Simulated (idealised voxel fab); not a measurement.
Presented below is a process module, voxel self aligned vias.
It is cross-section cut that appears here, measuring 170 nm in width, its square cells being 5 nm in size.
In this document a cross-section is written as a grid of square cells. It is given as a series of bands, listed from the top down, and a band is one or more rows of cells. Quick guide to a band line: top height, bottom height (nm) up front; then every material left to right with its width in nm. Only one material and it's marked "edge to edge"? Then it fills the band edge to edge. And "air" just means empty space. Beneath 0, the wafer as received is one material, and that level is where height counting begins. The lowest band goes on downward without a bottom; it is written like "0..down". So if you see something like "30 to 40" for the width, read it as the top row of the band sitting at the first number and the bottom row at the second, with every row in between moving by the same amount as the last. Take "same as before" at face value: in the step it is given for, the cross-section changed in none of its cells. The entry titled "Enclosed void inventory" provides the empty spaces that have no open way to the top, restricted to those of 8 cells or more. Each is presented as width x height at distance, the distance being measured from the left edge, with all three in nm. Heads up: the bit after the settings on a step's line is the simulator's remark on that step. For masked steps, "overlay nm" on the step line gives how far right of plan the mask actually lay; a minus sign means it lay to the left.
Planned step list for the process
1,RECEIVE (material Si)
2,CONFORMAL_DEP (material SiO2; thk nm 15)
3,CONFORMAL_DEP (material SiCN; thk nm 5)
4,DIRECTIONAL_DEP (material lowk; thk nm 30)
5,PATTERN (tone open; mask id LINES; material resist; width nm 25; pitch nm 50; thk nm 20; overlay nm 0)
6,DIRECTIONAL_ETCH (etch materials lowk; depth nm 30)
7,STRIP (etch materials resist)
8,CONFORMAL_DEP (material TiN; thk nm 5)
9,FILL_DEP (material W; thk nm 5)
10,CMP (height nm 50)
11,SELECTIVE_ETCH (etch materials W Ru TiN; depth nm 5)
12,FILL_DEP (material SiN; thk nm 5)
13,CMP (height nm 50)
14,DIRECTIONAL_DEP (material lowk; thk nm 15)
15,MASKED_ETCH (tone open; mask id VIAS; width nm 35; pitch nm 100; etch materials lowk; depth nm 15; overlay nm 0)
16,MASKED_ETCH (tone open; mask id VIAS; width nm 35; pitch nm 100; etch materials SiN; depth nm 5; overlay nm 0)
17,CONFORMAL_DEP (material TiN; thk nm 5)
18,FILL_DEP (material W; thk nm 10)
19,CMP (height nm 65)
20,CONFORMAL_DEP (material SiN; thk nm 5)
Step 1 complete: cross-section of the wafer as received
- 0..down: Si edge to edge
- Enclosed void inventory: none
Here's the cross-section of the first of our two wafers at the end of the module - it ran as planned
- 70..65: SiN edge to edge
- 65..55: lowk 15 nm; TiN 5 nm; W 25 nm; TiN 5 nm; lowk 65 nm; TiN 5 nm; W 25 nm; TiN 5 nm; lowk 20 nm
- 55..50: lowk 15 nm; TiN 10 nm; W 15 nm; TiN 10 nm; lowk 65 nm; TiN 10 nm; W 15 nm; TiN 10 nm; lowk 20 nm
- 50..45: lowk 20 nm; TiN 25 nm; lowk 25 nm; SiN 25 nm; lowk 25 nm; TiN 25 nm; lowk 25 nm
- 45..25: lowk 20 nm; TiN 5 nm; W 15 nm; TiN 5 nm; lowk 25 nm; TiN 5 nm; W 15 nm; TiN 5 nm; lowk 25 nm; TiN 5 nm; W 15 nm; TiN 5 nm; lowk 25 nm
- 25..20: lowk 20 nm; TiN 25 nm; lowk 25 nm; TiN 25 nm; lowk 25 nm; TiN 25 nm; lowk 25 nm
- 20..15: SiCN edge to edge
- 15..0: SiO2 edge to edge
- 0..down: Si edge to edge
- Enclosed void inventory: none
This cross-section belongs to the second wafer of two at the end of the module; the start and the plan were shared with the first, and the run included one mistake
- 70..65: SiN edge to edge
- 65..55: lowk 20 nm; TiN 5 nm; W 20 nm; TiN 5 nm; lowk 70 nm; TiN 5 nm; W 20 nm; TiN 5 nm; lowk 20 nm
- 55..50: lowk 20 nm; TiN 5 nm; W 15 nm; TiN 10 nm; lowk 70 nm; TiN 5 nm; W 15 nm; TiN 10 nm; lowk 20 nm
- 50..45: lowk 20 nm; TiN 25 nm; lowk 25 nm; SiN 25 nm; lowk 25 nm; TiN 25 nm; lowk 25 nm
- 45..25: lowk 20 nm; TiN 5 nm; W 15 nm; TiN 5 nm; lowk 25 nm; TiN 5 nm; W 15 nm; TiN 5 nm; lowk 25 nm; TiN 5 nm; W 15 nm; TiN 5 nm; lowk 25 nm
- 25..20: lowk 20 nm; TiN 25 nm; lowk 25 nm; TiN 25 nm; lowk 25 nm; TiN 25 nm; lowk 25 nm
- 20..15: SiCN edge to edge
- 15..0: SiO2 edge to edge
- 0..down: Si edge to edge
- Enclosed void inventory: none
In executing the process, a mistake was made relative to the plan: step 15 went in with a setting other than planned; the actual run was MASKED_ETCH (tone open; mask id VIAS; width nm 30; pitch nm 100; etch materials lowk; depth nm 15; overlay nm 0)
End check, counted in cells, second wafer has more or fewer of these materials than the first: -2 TiN, -4 W, +6 lowk
